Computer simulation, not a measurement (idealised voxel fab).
Module name: voxel ribs on slabs (process module)
Pictured: cross-section cut, 140 nm wide, on a grid of 5 nm square cells.
The cross-sections in this document take the form of a grid made of square cells. They are written out as bands, in order from top to bottom. Each band consists of one or more rows of cells.
Top height, bottom height, nm. Materials left to right, width each, nm. Single material + "all across" = fills band edge to edge. "empty" = empty.
Beneath 0, the wafer as received is one material, and that level is where height counting begins. The lowest band goes on downward without a bottom; it is written like "0 nm and below".
Think of "30->40" as a width that walks from the first number to the second as you go down the band, top row to bottom row, taking equal-sized steps from row to row.
Given "no alterations made" for a step, no cell of the cross-section differs between before and after that step.
"Voids lacking openings" enumerates empty spaces isolated from the top, with no open way to it, that contain at least 8 cells, giving each as width x height at distance from the left edge, all three in nm.
If you see something after the settings on a step's line, that's the simulator's own remark about that step.
Regarding "overlay nm": on a step with a mask, it is the distance the mask lay to the right of its planned place; a negative value places it to the left.
Set out below are the planned steps of the process:
| 1 | RECEIVE, material Si |
| 2 | DIRECTIONAL_DEP, material SiO2, thk nm 20 |
| 3 | DIRECTIONAL_DEP, material polySi, thk nm 15 |
| 4 | MASKED_ETCH, tone cover, mask id RIB, width nm 15, etch materials polySi, depth nm 10, overlay nm 0 |
| 5 | MASKED_ETCH, tone cover, mask id SLAB, width nm 45, etch materials polySi, depth nm 5, overlay nm 0 |
| 6 | FILL_DEP, material SiO2, thk nm 20 |
| 7 | CMP, height nm 50 |
| 8 | DIRECTIONAL_DEP, material W, thk nm 5 |
| 9 | DIRECTIONAL_DEP, material aC, thk nm 10 |
| 10 | PATTERN, tone cover, mask id HEATER, material resist, width nm 25, thk nm 30, overlay nm 0 |
| 11 | DIRECTIONAL_ETCH, etch materials aC, depth nm 10 |
| 12 | STRIP, etch materials resist |
| 13 | DIRECTIONAL_ETCH, etch materials W, depth nm 5 |
| 14 | STRIP, etch materials aC |
| 15 | CONFORMAL_DEP, material SiN, thk nm 5 |
The first wafer of two, processed as planned:
Wafer cross-section on receipt, i.e. after step 1:
  0 nm and below  Si all across
  Voids lacking openings: none
The wafer in cross-section once step 2 is complete:
  20 nm to 0 nm  SiO2 all across
  Everything below 0 is unchanged.
The wafer in cross-section once step 3 is complete:
  35 nm to 20 nm  polySi all across
  Everything below 20 is unchanged.
The wafer in cross-section once step 4 is complete:
  35 nm to 25 nm  empty: 60 / polySi: 15 / empty: 65
  Everything below 25 is unchanged.
The wafer in cross-section once step 5 is complete:
  35 nm to 25 nm  empty: 60 / polySi: 15 / empty: 65
  25 nm to 20 nm  empty: 45 / polySi: 45 / empty: 50
  Everything below 20 is unchanged.
The wafer in cross-section once step 6 is complete:
  55 nm to 35 nm  SiO2 all across
  35 nm to 25 nm  SiO2: 60 / polySi: 15 / SiO2: 65
  25 nm to 20 nm  SiO2: 45 / polySi: 45 / SiO2: 50
  Everything below 20 is unchanged.
The wafer in cross-section once step 7 is complete:
  50 nm to 35 nm  SiO2 all across
  Everything below 35 is unchanged.
The wafer in cross-section once step 8 is complete:
  55 nm to 50 nm  W all across
  Everything below 50 is unchanged.
The wafer in cross-section once step 9 is complete:
  65 nm to 55 nm  aC all across
  Everything below 55 is unchanged.
The wafer in cross-section once step 10 is complete:
  95 nm to 65 nm  empty: 55 / resist: 25 / empty: 60
  Everything below 65 is unchanged.
The wafer in cross-section once step 11 is complete:
  85 nm to 65 nm  empty: 55 / resist: 25 / empty: 60
  65 nm to 55 nm  empty: 55 / aC: 25 / empty: 60
  Everything below 55 is unchanged.
The wafer in cross-section once step 12 is complete:
  65 nm to 55 nm  empty: 55 / aC: 25 / empty: 60
  Everything below 55 is unchanged.
The wafer in cross-section once step 13 is complete:
  65 nm to 55 nm  empty: 55 / aC: 25 / empty: 60
  55 nm to 50 nm  empty: 55 / W: 25 / empty: 60
  Everything below 50 is unchanged.
The wafer in cross-section once step 14 is complete:
  55 nm to 50 nm  empty: 55 / W: 25 / empty: 60
  Everything below 50 is unchanged.
The wafer in cross-section once step 15 is complete:
  60 nm to 55 nm  empty: 50 / SiN: 35 / empty: 55
  55 nm to 50 nm  SiN: 55 / W: 25 / SiN: 60
  Everything below 50 is unchanged.
It is to be noted that the second wafer proceeded from the same initial state and according to the same plan as the first, although one mistake was committed in its execution; through step 4, inclusive, the two wafers share an identical history:
Cross-section of the second wafer at the time by which step 5 should have been completed according to the plan:
  35 nm to 25 nm  empty: 60 / polySi: 15 / empty: 65
  25 nm to 20 nm  empty: 50 / polySi: 35 / empty: 55
  Everything below 20 is unchanged.
Cross-section of the second wafer at the time by which step 6 should have been completed according to the plan:
  55 nm to 35 nm  SiO2 all across
  35 nm to 25 nm  SiO2: 60 / polySi: 15 / SiO2: 65
  25 nm to 20 nm  SiO2: 50 / polySi: 35 / SiO2: 55
  Everything below 20 is unchanged.
Cross-section of the second wafer at the time by which step 7 should have been completed according to the plan:
  50 nm to 35 nm  SiO2 all across
  Everything below 35 is unchanged.
Cross-section of the second wafer at the time by which step 8 should have been completed according to the plan:
  55 nm to 50 nm  W all across
  Everything below 50 is unchanged.
Cross-section of the second wafer at the time by which step 9 should have been completed according to the plan:
  65 nm to 55 nm  aC all across
  Everything below 55 is unchanged.
Cross-section of the second wafer at the time by which step 10 should have been completed according to the plan:
  95 nm to 65 nm  empty: 55 / resist: 25 / empty: 60
  Everything below 65 is unchanged.
Cross-section of the second wafer at the time by which step 11 should have been completed according to the plan:
  85 nm to 65 nm  empty: 55 / resist: 25 / empty: 60
  65 nm to 55 nm  empty: 55 / aC: 25 / empty: 60
  Everything below 55 is unchanged.
Cross-section of the second wafer at the time by which step 12 should have been completed according to the plan:
  65 nm to 55 nm  empty: 55 / aC: 25 / empty: 60
  Everything below 55 is unchanged.
Cross-section of the second wafer at the time by which step 13 should have been completed according to the plan:
  65 nm to 55 nm  empty: 55 / aC: 25 / empty: 60
  55 nm to 50 nm  empty: 55 / W: 25 / empty: 60
  Everything below 50 is unchanged.
Cross-section of the second wafer at the time by which step 14 should have been completed according to the plan:
  55 nm to 50 nm  empty: 55 / W: 25 / empty: 60
  Everything below 50 is unchanged.
Cross-section of the second wafer at the time by which step 15 should have been completed according to the plan:
  60 nm to 55 nm  empty: 50 / SiN: 35 / empty: 55
  55 nm to 50 nm  SiN: 55 / W: 25 / SiN: 60
  Everything below 50 is unchanged.
Finding, execution versus plan: rather than as planned, step 5 actually ran as MASKED_ETCH, tone cover, mask id SLAB, width nm 35, etch materials polySi, depth nm 5, overlay nm 0
Cell-count delta at end, second wafer over first, by material: 2 more of SiO2, 2 fewer of polySi
